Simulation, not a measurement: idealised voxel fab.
The name of this process module is voxel capacitor over wiring.
The width of the displayed cross-section, cut, is 260 nm; its cells are square, with a size of 5 nm.
If you're reading a cross-section in this doc, picture square cells in a grid; it comes to you as bands, top ones listed first down to the bottom, and a band can be one or more rows of cells. Within each band entry, the heights of the top and of the bottom of the band appear first, in that order and in nm; the materials of the band then follow from left to right, each with its corresponding width in nm. The designation "edge to edge" on a single material indicates that it fills the band from edge to edge; the designation "blank" indicates empty space. Beneath 0, the wafer as received is one material, and that level is where height counting begins. The lowest band goes on downward without a bottom; it is written like "top 0, no bottom". Quick explanation for "30 to 40": the width changes in equal steps down the rows of cells, from the first number in the band's top row to the second number in its bottom row. The designation "remained unchanged", where it is given for a processing step, indicates that no cell of the cross-section was altered in the course of that step. In "Non-vented voids" the enclosed voids are listed, meaning empty spaces of 8 cells or larger without any opening to the top. The form is width x height at distance, distance from the left edge, units nm. after a step's settings: what the simulator itself notes on the step. If you see "overlay nm" on a step's line and that step has a mask, it's telling you how far right of where it was planned the mask ended up; a negative number means it went left instead.

-- Process steps - plan
1,RECEIVE, material Si
2,CONFORMAL_DEP, material SiO2, thk nm 10
3,DIRECTIONAL_DEP, material TiN, thk nm 5
4,DIRECTIONAL_DEP, material W, thk nm 20
5,DIRECTIONAL_DEP, material aC, thk nm 15
6,PATTERN, tone cover, mask id METAL_1, material resist, width nm 25, pitch nm 90, thk nm 35, overlay nm 0
7,DIRECTIONAL_ETCH, etch materials aC, depth nm 15
8,STRIP, etch materials resist
9,DIRECTIONAL_ETCH, etch materials W, depth nm 20
10,DIRECTIONAL_ETCH, etch materials TiN, depth nm 5
11,STRIP, etch materials aC
12,FILL_DEP, material lowk, thk nm 5
13,CMP, height nm 35
14,CONFORMAL_DEP, material SiCN, thk nm 5
15,DIRECTIONAL_DEP, material lowk, thk nm 10
16,MASKED_ETCH, tone open, mask id PLUG_1, width nm 15, etch materials lowk, depth nm 5, overlay nm 0
17,MASKED_ETCH, tone open, mask id PLUG_1, width nm 15, etch materials SiCN, depth nm 5, overlay nm 0
18,EPI, material Ru, thk nm 10
19,EPI, material Ru, thk nm 5
20,DIRECTIONAL_DEP, material TiN, thk nm 10
21,DIRECTIONAL_DEP, material Al2O3, thk nm 5
22,DIRECTIONAL_DEP, material TiN, thk nm 10
23,PATTERN, tone cover, mask id UPPER_PLATE, material resist, width nm 70, thk nm 20, overlay nm 0
24,DIRECTIONAL_ETCH, etch materials TiN, depth nm 10
25,DIRECTIONAL_ETCH, etch materials Al2O3, depth nm 5
26,STRIP, etch materials resist
27,PATTERN, tone cover, mask id LOWER_PLATE, material resist, width nm 80, thk nm 15, overlay nm 0
28,DIRECTIONAL_ETCH, etch materials TiN, depth nm 10
29,STRIP, etch materials resist
30,FILL_DEP, material SiO2, thk nm 20
31,CMP, height nm 90
32,PATTERN, tone open, mask id PLUG_2, material resist, width nm 15, thk nm 15, overlay nm 0
33,DIRECTIONAL_ETCH, etch materials SiO2, depth nm 15
34,STRIP, etch materials resist
35,CONFORMAL_DEP, material TiN, thk nm 5
36,FILL_DEP, material W, thk nm 5
37,CMP, height nm 90
38,CONFORMAL_DEP, material SiCN, thk nm 5
varied across the wafers: depth nm of step 16. The plan shows the first wafer's value. All wafers start alike

-- As-received cross-section, first of several wafers, post step 1
  top 0, no bottom: Si edge to edge
  Non-vented voids: none

-- first wafer at the end, after step 38
  top 95, bottom 90: SiCN edge to edge
  top 90, bottom 80: SiO2=90 / TiN=5 / W=5 / TiN=5 / SiO2=155
  top 80, bottom 70: SiO2=90 to 95 / TiN=15 to 55 / SiO2=155 to 110
  top 70, bottom 65: SiO2=80 / TiN=70 / SiO2=110
  top 65, bottom 60: SiO2=80 / TiN=15 / Al2O3=55 / SiO2=110
  top 60, bottom 55: SiO2=75 / TiN=5 / Al2O3=15 / TiN=60 / SiO2=105
  top 55, bottom 50: SiO2=75 / TiN=80 / SiO2=105
  top 50, bottom 45: lowk=80 / TiN=15 / lowk=165
  top 45, bottom 40: lowk edge to edge
  top 40, bottom 35: SiCN edge to edge
  top 35, bottom 15: lowk=70 / W=25 / lowk=65 / W=25 / lowk=75
  top 15, bottom 10: lowk=70 / TiN=25 / lowk=65 / TiN=25 / lowk=75
  top 10, bottom 0: SiO2 edge to edge
  top 0, no bottom: Si edge to edge
  Non-vented voids: none

-- Cross-section, last wafer, module completion
  top 95, bottom 90: SiCN edge to edge
  top 90, bottom 80: SiO2=90 / TiN=5 / W=5 / TiN=5 / SiO2=155
  top 80, bottom 75: SiO2=90 / TiN=15 / SiO2=155
  top 75, bottom 65: SiO2=80 / TiN=70 / SiO2=110
  top 65, bottom 60: SiO2=80 / Al2O3=70 / SiO2=110
  top 60, bottom 50: SiO2=75 / TiN=80 / SiO2=105
  top 50, bottom 40: lowk=80 / Ru=15 / lowk=165
  top 40, bottom 35: SiCN=80 / Ru=15 / SiCN=165
  top 35, bottom 15: lowk=70 / W=25 / lowk=65 / W=25 / lowk=75
  top 15, bottom 10: lowk=70 / TiN=25 / lowk=65 / TiN=25 / lowk=75
  top 10, bottom 0: SiO2 edge to edge
  top 0, no bottom: Si edge to edge
  Non-vented voids: none

-- Here is how to read the rows: every wafer has a row, and it shows the wafer at the end of the module, giving for each material how many cells were gained (+) or lost (-) since the wafer was received, then listing its closed voids
depth nm 5; +14 Al2O3; +104 SiCN; +440 SiO2; +77 TiN; +42 W; +311 lowk; Non-vented voids: none
depth nm 10; +14 Al2O3; +9 Ru; +101 SiCN; +437 SiO2; +77 TiN; +42 W; +308 lowk; Non-vented voids: none
depth nm 15; +14 Al2O3; +9 Ru; +101 SiCN; +437 SiO2; +77 TiN; +42 W; +308 lowk; Non-vented voids: none
depth nm 20; +14 Al2O3; +9 Ru; +101 SiCN; +437 SiO2; +77 TiN; +42 W; +308 lowk; Non-vented voids: none
depth nm 25; +14 Al2O3; +9 Ru; +101 SiCN; +437 SiO2; +77 TiN; +42 W; +308 lowk; Non-vented voids: none
